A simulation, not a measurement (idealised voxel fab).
Process module heading - voxel ribs on slabs
Xsec cut, 225 nm wide, square cell size 5 nm.
Cross-section format: a grid of square cells, given as bands from top to bottom; each band is one or more rows of cells. A band entry consists of two parts. The first gives the height of the band's top and the height of its bottom, in nm. The rest lists the band's materials from left to right, each with its width in nm. A single material labelled with the word "throughout" fills the band from edge to edge, and the word "air" marks empty space. Height reference: 0 = level under which incoming wafer is all one material. Lowest band: no bottom, runs on downward, e.g. "0 down". The two numbers in a width such as "30 to 40" mark its ends across the band: the first belongs to the top row of cells, the second to the bottom row, and from each row to the next the width moves by the same amount. No cell of the cross-section changed in a step that is given as "no change occurred". You'll see "Enclosed cavities" listing empty spaces that have no way open to the top, as long as they're 8 cells or more; the notation is width x height at distance, where the distance is from the left edge, and all of it is in nm. The remark found on a step's line after its settings is issued by the simulator itself and pertains to that step. overlay nm: on a step with a mask, how far right of its planned place the mask lay; negative means left.

The steps planned for the process are as follows:
1. RECEIVE with material Si
2. DIRECTIONAL_DEP with material SiO2, thk nm 25
3. DIRECTIONAL_DEP with material SiN, thk nm 15
4. DIRECTIONAL_DEP with material aC, thk nm 15
5. PATTERN with tone cover, mask id RIB, material resist, width nm 15, thk nm 35, overlay nm 0
6. DIRECTIONAL_ETCH with etch materials aC, depth nm 15
7. STRIP with etch materials resist
8. DIRECTIONAL_ETCH with etch materials SiN, depth nm 10
9. STRIP with etch materials aC
10. MASKED_ETCH with tone cover, mask id SLAB, width nm 55, etch materials SiN, depth nm 5, overlay nm 0
11. FILL_DEP with material SiO2, thk nm 20
12. CMP with height nm 55
13. DIRECTIONAL_DEP with material TiN, thk nm 5
14. PATTERN with tone cover, mask id HEATER, material resist, width nm 25, thk nm 20, overlay nm 0
15. DIRECTIONAL_ETCH with etch materials TiN, depth nm 5
16. STRIP with etch materials resist
17. CONFORMAL_DEP with material SiN, thk nm 10

First wafer of two (run as planned):

Received-state cross-section, reflecting completion of step 1:
- 0 down | Si throughout
- Enclosed cavities: none

You're looking at a cross-section of the wafer after step 2:
- 25 to 0 | SiO2 throughout
- Whatever lies below 0 is exactly as it was before.

You're looking at a cross-section of the wafer after step 3:
- 40 to 25 | SiN throughout
- Whatever lies below 25 is exactly as it was before.

You're looking at a cross-section of the wafer after step 4:
- 55 to 40 | aC throughout
- Whatever lies below 40 is exactly as it was before.

You're looking at a cross-section of the wafer after step 5:
- 90 to 55 | air 105, then resist 15, then air 105
- Whatever lies below 55 is exactly as it was before.

You're looking at a cross-section of the wafer after step 6:
- 75 to 55 | air 105, then resist 15, then air 105
- 55 to 40 | air 105, then aC 15, then air 105
- Whatever lies below 40 is exactly as it was before.

You're looking at a cross-section of the wafer after step 7:
- 55 to 40 | air 105, then aC 15, then air 105
- Whatever lies below 40 is exactly as it was before.

You're looking at a cross-section of the wafer after step 8:
- 55 to 40 | air 105, then aC 15, then air 105
- 40 to 30 | air 105, then SiN 15, then air 105
- Whatever lies below 30 is exactly as it was before.

You're looking at a cross-section of the wafer after step 9:
- 40 to 30 | air 105, then SiN 15, then air 105
- Whatever lies below 30 is exactly as it was before.

You're looking at a cross-section of the wafer after step 10:
- 40 to 30 | air 105, then SiN 15, then air 105
- 30 to 25 | air 85, then SiN 55, then air 85
- Whatever lies below 25 is exactly as it was before.

You're looking at a cross-section of the wafer after step 11:
- 60 to 40 | SiO2 throughout
- 40 to 30 | SiO2 105, then SiN 15, then SiO2 105
- 30 to 25 | SiO2 85, then SiN 55, then SiO2 85
- Whatever lies below 25 is exactly as it was before.

You're looking at a cross-section of the wafer after step 12:
- 55 to 40 | SiO2 throughout
- Whatever lies below 40 is exactly as it was before.

You're looking at a cross-section of the wafer after step 13:
- 60 to 55 | TiN throughout
- Whatever lies below 55 is exactly as it was before.

You're looking at a cross-section of the wafer after step 14:
- 80 to 60 | air 100, then resist 25, then air 100
- Whatever lies below 60 is exactly as it was before.

You're looking at a cross-section of the wafer after step 15:
- 80 to 60 | air 100, then resist 25, then air 100
- 60 to 55 | air 100, then TiN 25, then air 100
- Whatever lies below 55 is exactly as it was before.

You're looking at a cross-section of the wafer after step 16:
- 60 to 55 | air 100, then TiN 25, then air 100
- Whatever lies below 55 is exactly as it was before.

You're looking at a cross-section of the wafer after step 17:
- 70 to 65 | air 90, then SiN 45, then air 90
- 65 to 60 | SiN throughout
- 60 to 55 | SiN 100, then TiN 25, then SiN 100
- Whatever lies below 55 is exactly as it was before.

Wafer two of the pair: same origin, same plan, one error during the run; identical to wafer one up to and including step 2:

At the planned end of step 3, the second wafer in cross-section:
- 55 to 25 | SiN throughout
- Whatever lies below 25 is exactly as it was before.

At the planned end of step 4, the second wafer in cross-section:
- 70 to 55 | aC throughout
- Whatever lies below 55 is exactly as it was before.

At the planned end of step 5, the second wafer in cross-section:
- 105 to 70 | air 105, then resist 15, then air 105
- Whatever lies below 70 is exactly as it was before.

At the planned end of step 6, the second wafer in cross-section:
- 90 to 70 | air 105, then resist 15, then air 105
- 70 to 55 | air 105, then aC 15, then air 105
- Whatever lies below 55 is exactly as it was before.

At the planned end of step 7, the second wafer in cross-section:
- 70 to 55 | air 105, then aC 15, then air 105
- Whatever lies below 55 is exactly as it was before.

At the planned end of step 8, the second wafer in cross-section:
- 70 to 55 | air 105, then aC 15, then air 105
- 55 to 45 | air 105, then SiN 15, then air 105
- Whatever lies below 45 is exactly as it was before.

At the planned end of step 9, the second wafer in cross-section:
- 55 to 45 | air 105, then SiN 15, then air 105
- Whatever lies below 45 is exactly as it was before.

At the planned end of step 10, the second wafer in cross-section:
- 55 to 45 | air 105, then SiN 15, then air 105
- 45 to 40 | air 85, then SiN 55, then air 85
- Whatever lies below 40 is exactly as it was before.

At the planned end of step 11, the second wafer in cross-section:
- 75 to 55 | SiO2 throughout
- 55 to 45 | SiO2 105, then SiN 15, then SiO2 105
- 45 to 40 | SiO2 85, then SiN 55, then SiO2 85
- Whatever lies below 40 is exactly as it was before.

At the planned end of step 12, the second wafer in cross-section:
- 55 to 45 | SiO2 105, then SiN 15, then SiO2 105
- Whatever lies below 45 is exactly as it was before.

At the planned end of step 13, the second wafer in cross-section:
- 60 to 55 | TiN throughout
- Whatever lies below 55 is exactly as it was before.

At the planned end of step 14, the second wafer in cross-section:
- 80 to 60 | air 100, then resist 25, then air 100
- Whatever lies below 60 is exactly as it was before.

At the planned end of step 15, the second wafer in cross-section:
- 80 to 60 | air 100, then resist 25, then air 100
- 60 to 55 | air 100, then TiN 25, then air 100
- Whatever lies below 55 is exactly as it was before.

At the planned end of step 16, the second wafer in cross-section:
- 60 to 55 | air 100, then TiN 25, then air 100
- Whatever lies below 55 is exactly as it was before.

At the planned end of step 17, the second wafer in cross-section:
- 70 to 65 | air 90, then SiN 45, then air 90
- 65 to 60 | SiN throughout
- 60 to 55 | SiN 100, then TiN 25, then SiN 100
- Whatever lies below 55 is exactly as it was before.
In executing the process, a mistake was made relative to the plan: step 3 of the plan was carried out twice
Count the cells at the end and the second wafer has more or fewer of some materials than the first: +135 SiN; -135 SiO2
